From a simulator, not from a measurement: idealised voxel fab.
Proc. module: voxel self aligned contacts
Square cells of 5 nm make up the cross-section cut, whose width is 215 nm.
Just so we're on the same page, the cross-sections are grids of square cells, and they're listed out in bands top to bottom, each band one or more rows deep.
Look at the band entry: it leads with the top's height and the bottom's height in nm. Then it lists the materials left to right, with a width in nm for each. The word "everywhere" on a single material says that material fills the band edge to edge. The word "air" is empty space.
Heights are expressed relative to 0, this being the level below which the as-received wafer comprises one material exclusively. The lowest band is unbounded in the downward direction and is denoted as in "from 0 down".
With a width like "30..40", each row of cells in the band differs from the next by the same amount, the top row carrying the first number and the bottom row the second.
Key: "identical to before" - step with no changed cell in the cross-section.
In "Closed void roster" the enclosed voids are listed, meaning empty spaces of 8 cells or larger without any opening to the top. The form is width x height at distance, distance from the left edge, units nm.
Anything after a step's settings on that line? It's the simulator's own note about the step.
You can add "overlay nm" to a step's line. For a step with a mask, it describes how far the mask lay to the right of its planned position, and a negative number describes a lay to the left.
Intended process steps
1 RECEIVE: material Si
2 CONFORMAL_DEP: material SiO2, thk nm 5
3 DIRECTIONAL_DEP: material polySi, thk nm 30
4 DIRECTIONAL_DEP: material SiN, thk nm 25
5 PATTERN: tone cover, mask id GATE, material resist, width nm 30, pitch nm 70, thk nm 15, overlay nm 0
6 DIRECTIONAL_ETCH: etch materials SiN, depth nm 25
7 DIRECTIONAL_ETCH: etch materials polySi, depth nm 30
8 STRIP: etch materials resist
9 CONFORMAL_DEP: material SiN, thk nm 10
10 DIRECTIONAL_ETCH: etch materials SiN, depth nm 10
11 FILL_DEP: material SiO2, thk nm 10
12 CMP: height nm 65
13 DIRECTIONAL_DEP: material aC, thk nm 15
14 PATTERN: tone open, mask id CONTACT, material resist, width nm 50, pitch nm 70, thk nm 35, overlay nm 0
15 DIRECTIONAL_ETCH: etch materials aC, depth nm 15
16 STRIP: etch materials resist
17 DIRECTIONAL_ETCH: etch materials SiO2, depth nm 65
18 STRIP: etch materials aC
19 CONFORMAL_DEP: material TiN, thk nm 5
20 FILL_DEP: material W, thk nm 10
21 CMP: height nm 65
22 CONFORMAL_DEP: material SiN, thk nm 5
The following pertains to the first of two wafers, which was processed as planned
Incoming wafer in cross-section (state: after step 1)
  from 0 down | Si everywhere
  Closed void roster: none
Cross-section of the wafer subsequent to step 2
  from 5 to 0 | SiO2 everywhere
  Unchanged below 0.
Cross-section of the wafer subsequent to step 3
  from 35 to 5 | polySi everywhere
  Unchanged below 5.
Cross-section of the wafer subsequent to step 4
  from 60 to 35 | SiN everywhere
  Unchanged below 35.
Cross-section of the wafer subsequent to step 5
  from 75 to 60 | air 20 nm, resist 30 nm, air 40 nm, resist 30 nm, air 40 nm, resist 30 nm, air 25 nm
  Unchanged below 60.
Cross-section of the wafer subsequent to step 6
  from 75 to 60 | air 20 nm, resist 30 nm, air 40 nm, resist 30 nm, air 40 nm, resist 30 nm, air 25 nm
  from 60 to 35 | air 20 nm, SiN 30 nm, air 40 nm, SiN 30 nm, air 40 nm, SiN 30 nm, air 25 nm
  Unchanged below 35.
Cross-section of the wafer subsequent to step 7
  from 75 to 60 | air 20 nm, resist 30 nm, air 40 nm, resist 30 nm, air 40 nm, resist 30 nm, air 25 nm
  from 60 to 35 | air 20 nm, SiN 30 nm, air 40 nm, SiN 30 nm, air 40 nm, SiN 30 nm, air 25 nm
  from 35 to 5 | air 20 nm, polySi 30 nm, air 40 nm, polySi 30 nm, air 40 nm, polySi 30 nm, air 25 nm
  Unchanged below 5.
Cross-section of the wafer subsequent to step 8
  from 60 to 35 | air 20 nm, SiN 30 nm, air 40 nm, SiN 30 nm, air 40 nm, SiN 30 nm, air 25 nm
  Unchanged below 35.
Cross-section of the wafer subsequent to step 9
  from 70 to 35 | air 10 nm, SiN 50 nm, air 20 nm, SiN 50 nm, air 20 nm, SiN 50 nm, air 15 nm
  from 35 to 15 | air 10 nm, SiN 10 nm, polySi 30 nm, SiN 10 nm, air 20 nm, SiN 10 nm, polySi 30 nm, SiN 10 nm, air 20 nm, SiN 10 nm, polySi 30 nm, SiN 10 nm, air 15 nm
  from 15 to 5 | SiN 20 nm, polySi 30 nm, SiN 40 nm, polySi 30 nm, SiN 40 nm, polySi 30 nm, SiN 25 nm
  Unchanged below 5.
Cross-section of the wafer subsequent to step 10
  from 60 to 35 | air 10 nm, SiN 50 nm, air 20 nm, SiN 50 nm, air 20 nm, SiN 50 nm, air 15 nm
  from 35 to 5 | air 10 nm, SiN 10 nm, polySi 30 nm, SiN 10 nm, air 20 nm, SiN 10 nm, polySi 30 nm, SiN 10 nm, air 20 nm, SiN 10 nm, polySi 30 nm, SiN 10 nm, air 15 nm
  Unchanged below 5.
Cross-section of the wafer subsequent to step 11
  from 70 to 60 | SiO2 everywhere
  from 60 to 35 | SiO2 10 nm, SiN 50 nm, SiO2 20 nm, SiN 50 nm, SiO2 20 nm, SiN 50 nm, SiO2 15 nm
  from 35 to 5 | SiO2 10 nm, SiN 10 nm, polySi 30 nm, SiN 10 nm, SiO2 20 nm, SiN 10 nm, polySi 30 nm, SiN 10 nm, SiO2 20 nm, SiN 10 nm, polySi 30 nm, SiN 10 nm, SiO2 15 nm
  Unchanged below 5.
Cross-section of the wafer subsequent to step 12
  from 65 to 60 | SiO2 everywhere
  Unchanged below 60.
Cross-section of the wafer subsequent to step 13
  from 80 to 65 | aC everywhere
  Unchanged below 65.
Cross-section of the wafer subsequent to step 14
  from 115 to 80 | resist 45 nm, air 50 nm, resist 20 nm, air 50 nm, resist 50 nm
  Unchanged below 80.
Cross-section of the wafer subsequent to step 15
  from 100 to 80 | resist 45 nm, air 50 nm, resist 20 nm, air 50 nm, resist 50 nm
  from 80 to 65 | aC 45 nm, air 50 nm, aC 20 nm, air 50 nm, aC 50 nm
  Unchanged below 65.
Cross-section of the wafer subsequent to step 16
  from 80 to 65 | aC 45 nm, air 50 nm, aC 20 nm, air 50 nm, aC 50 nm
  Unchanged below 65.
Cross-section of the wafer subsequent to step 17
  from 80 to 65 | aC 45 nm, air 50 nm, aC 20 nm, air 50 nm, aC 50 nm
  from 65 to 60 | SiO2 45 nm, air 50 nm, SiO2 20 nm, air 50 nm, SiO2 50 nm
  from 60 to 35 | SiO2 10 nm, SiN 50 nm, air 20 nm, SiN 50 nm, air 20 nm, SiN 50 nm, SiO2 15 nm
  from 35 to 5 | SiO2 10 nm, SiN 10 nm, polySi 30 nm, SiN 10 nm, air 20 nm, SiN 10 nm, polySi 30 nm, SiN 10 nm, air 20 nm, SiN 10 nm, polySi 30 nm, SiN 10 nm, SiO2 15 nm
  from 5 to 0 | SiO2 60 nm, air 20 nm, SiO2 50 nm, air 20 nm, SiO2 65 nm
  Unchanged below 0.
Cross-section of the wafer subsequent to step 18
  from 65 to 60 | SiO2 45 nm, air 50 nm, SiO2 20 nm, air 50 nm, SiO2 50 nm
  Unchanged below 60.
Cross-section of the wafer subsequent to step 19
  from 70 to 65 | TiN 50 nm, air 40 nm, TiN 30 nm, air 40 nm, TiN 55 nm
  from 65 to 60 | SiO2 45 nm, TiN 20 nm, air 10 nm, TiN 20 nm, SiO2 20 nm, TiN 20 nm, air 10 nm, TiN 20 nm, SiO2 50 nm
  from 60 to 35 | SiO2 10 nm, SiN 50 nm, TiN 5 nm, air 10 nm, TiN 5 nm, SiN 50 nm, TiN 5 nm, air 10 nm, TiN 5 nm, SiN 50 nm, SiO2 15 nm
  from 35 to 5 | SiO2 10 nm, SiN 10 nm, polySi 30 nm, SiN 10 nm, TiN 5 nm, air 10 nm, TiN 5 nm, SiN 10 nm, polySi 30 nm, SiN 10 nm, TiN 5 nm, air 10 nm, TiN 5 nm, SiN 10 nm, polySi 30 nm, SiN 10 nm, SiO2 15 nm
  from 5 to 0 | SiO2 60 nm, TiN 20 nm, SiO2 50 nm, TiN 20 nm, SiO2 65 nm
  Unchanged below 0.
Cross-section of the wafer subsequent to step 20
  from 80 to 70 | W everywhere
  from 70 to 65 | TiN 50 nm, W 40 nm, TiN 30 nm, W 40 nm, TiN 55 nm
  from 65 to 60 | SiO2 45 nm, TiN 20 nm, W 10 nm, TiN 20 nm, SiO2 20 nm, TiN 20 nm, W 10 nm, TiN 20 nm, SiO2 50 nm
  from 60 to 35 | SiO2 10 nm, SiN 50 nm, TiN 5 nm, W 10 nm, TiN 5 nm, SiN 50 nm, TiN 5 nm, W 10 nm, TiN 5 nm, SiN 50 nm, SiO2 15 nm
  from 35 to 5 | SiO2 10 nm, SiN 10 nm, polySi 30 nm, SiN 10 nm, TiN 5 nm, W 10 nm, TiN 5 nm, SiN 10 nm, polySi 30 nm, SiN 10 nm, TiN 5 nm, W 10 nm, TiN 5 nm, SiN 10 nm, polySi 30 nm, SiN 10 nm, SiO2 15 nm
  Unchanged below 5.
Cross-section of the wafer subsequent to step 21
  from 65 to 60 | SiO2 45 nm, TiN 20 nm, W 10 nm, TiN 20 nm, SiO2 20 nm, TiN 20 nm, W 10 nm, TiN 20 nm, SiO2 50 nm
  Unchanged below 60.
Cross-section of the wafer subsequent to step 22
  from 70 to 65 | SiN everywhere
  Unchanged below 65.
Companion wafer, the second of two: same beginning, same intended sequence, one mistake in carrying it out; through step 3 inclusive it tracks the first exactly
Cross-section: second wafer, time at which step 4 was scheduled to end
  from 70 to 35 | SiN everywhere
  Unchanged below 35.
Cross-section: second wafer, time at which step 5 was scheduled to end
  from 85 to 70 | air 20 nm, resist 30 nm, air 40 nm, resist 30 nm, air 40 nm, resist 30 nm, air 25 nm
  Unchanged below 70.
Cross-section: second wafer, time at which step 6 was scheduled to end
  from 85 to 70 | air 20 nm, resist 30 nm, air 40 nm, resist 30 nm, air 40 nm, resist 30 nm, air 25 nm
  from 70 to 45 | air 20 nm, SiN 30 nm, air 40 nm, SiN 30 nm, air 40 nm, SiN 30 nm, air 25 nm
  Unchanged below 45.
Cross-section: second wafer, time at which step 7 was scheduled to end: identical to before
Cross-section: second wafer, time at which step 8 was scheduled to end
  from 70 to 45 | air 20 nm, SiN 30 nm, air 40 nm, SiN 30 nm, air 40 nm, SiN 30 nm, air 25 nm
  Unchanged below 45.
Cross-section: second wafer, time at which step 9 was scheduled to end
  from 80 to 55 | air 10 nm, SiN 50 nm, air 20 nm, SiN 50 nm, air 20 nm, SiN 50 nm, air 15 nm
  from 55 to 35 | SiN everywhere
  Unchanged below 35.
Cross-section: second wafer, time at which step 10 was scheduled to end
  from 70 to 45 | air 10 nm, SiN 50 nm, air 20 nm, SiN 50 nm, air 20 nm, SiN 50 nm, air 15 nm
  Unchanged below 45.
Cross-section: second wafer, time at which step 11 was scheduled to end
  from 80 to 70 | SiO2 everywhere
  from 70 to 45 | SiO2 10 nm, SiN 50 nm, SiO2 20 nm, SiN 50 nm, SiO2 20 nm, SiN 50 nm, SiO2 15 nm
  Unchanged below 45.
Cross-section: second wafer, time at which step 12 was scheduled to end
  from 65 to 45 | SiO2 10 nm, SiN 50 nm, SiO2 20 nm, SiN 50 nm, SiO2 20 nm, SiN 50 nm, SiO2 15 nm
  Unchanged below 45.
Cross-section: second wafer, time at which step 13 was scheduled to end
  from 80 to 65 | aC everywhere
  Unchanged below 65.
Cross-section: second wafer, time at which step 14 was scheduled to end
  from 115 to 80 | resist 45 nm, air 50 nm, resist 20 nm, air 50 nm, resist 50 nm
  Unchanged below 80.
Cross-section: second wafer, time at which step 15 was scheduled to end
  from 100 to 80 | resist 45 nm, air 50 nm, resist 20 nm, air 50 nm, resist 50 nm
  from 80 to 65 | aC 45 nm, air 50 nm, aC 20 nm, air 50 nm, aC 50 nm
  Unchanged below 65.
Cross-section: second wafer, time at which step 16 was scheduled to end
  from 80 to 65 | aC 45 nm, air 50 nm, aC 20 nm, air 50 nm, aC 50 nm
  Unchanged below 65.
Cross-section: second wafer, time at which step 17 was scheduled to end
  from 80 to 65 | aC 45 nm, air 50 nm, aC 20 nm, air 50 nm, aC 50 nm
  from 65 to 45 | SiO2 10 nm, SiN 50 nm, air 20 nm, SiN 50 nm, air 20 nm, SiN 50 nm, SiO2 15 nm
  Unchanged below 45.
Cross-section: second wafer, time at which step 18 was scheduled to end
  from 65 to 45 | SiO2 10 nm, SiN 50 nm, air 20 nm, SiN 50 nm, air 20 nm, SiN 50 nm, SiO2 15 nm
  Unchanged below 45.
Cross-section: second wafer, time at which step 19 was scheduled to end
  from 70 to 65 | TiN 65 nm, air 10 nm, TiN 60 nm, air 10 nm, TiN 70 nm
  from 65 to 50 | SiO2 10 nm, SiN 50 nm, TiN 5 nm, air 10 nm, TiN 5 nm, SiN 50 nm, TiN 5 nm, air 10 nm, TiN 5 nm, SiN 50 nm, SiO2 15 nm
  from 50 to 45 | SiO2 10 nm, SiN 50 nm, TiN 20 nm, SiN 50 nm, TiN 20 nm, SiN 50 nm, SiO2 15 nm
  Unchanged below 45.
Cross-section: second wafer, time at which step 20 was scheduled to end
  from 80 to 70 | W everywhere
  from 70 to 65 | TiN 65 nm, W 10 nm, TiN 60 nm, W 10 nm, TiN 70 nm
  from 65 to 50 | SiO2 10 nm, SiN 50 nm, TiN 5 nm, W 10 nm, TiN 5 nm, SiN 50 nm, TiN 5 nm, W 10 nm, TiN 5 nm, SiN 50 nm, SiO2 15 nm
  Unchanged below 50.
Cross-section: second wafer, time at which step 21 was scheduled to end
  from 65 to 50 | SiO2 10 nm, SiN 50 nm, TiN 5 nm, W 10 nm, TiN 5 nm, SiN 50 nm, TiN 5 nm, W 10 nm, TiN 5 nm, SiN 50 nm, SiO2 15 nm
  Unchanged below 50.
Cross-section: second wafer, time at which step 22 was scheduled to end
  from 70 to 65 | SiN everywhere
  Unchanged below 65.
Nonconformance to the process plan: not per plan at step 4, really ran DIRECTIONAL_DEP: material SiN, thk nm 35
Final tally in cells, some materials are higher or lower on the second wafer than on the first: SiN: 16 fewer; SiO2: 50 fewer; TiN: 48 fewer; W: 36 fewer; polySi: 150 more
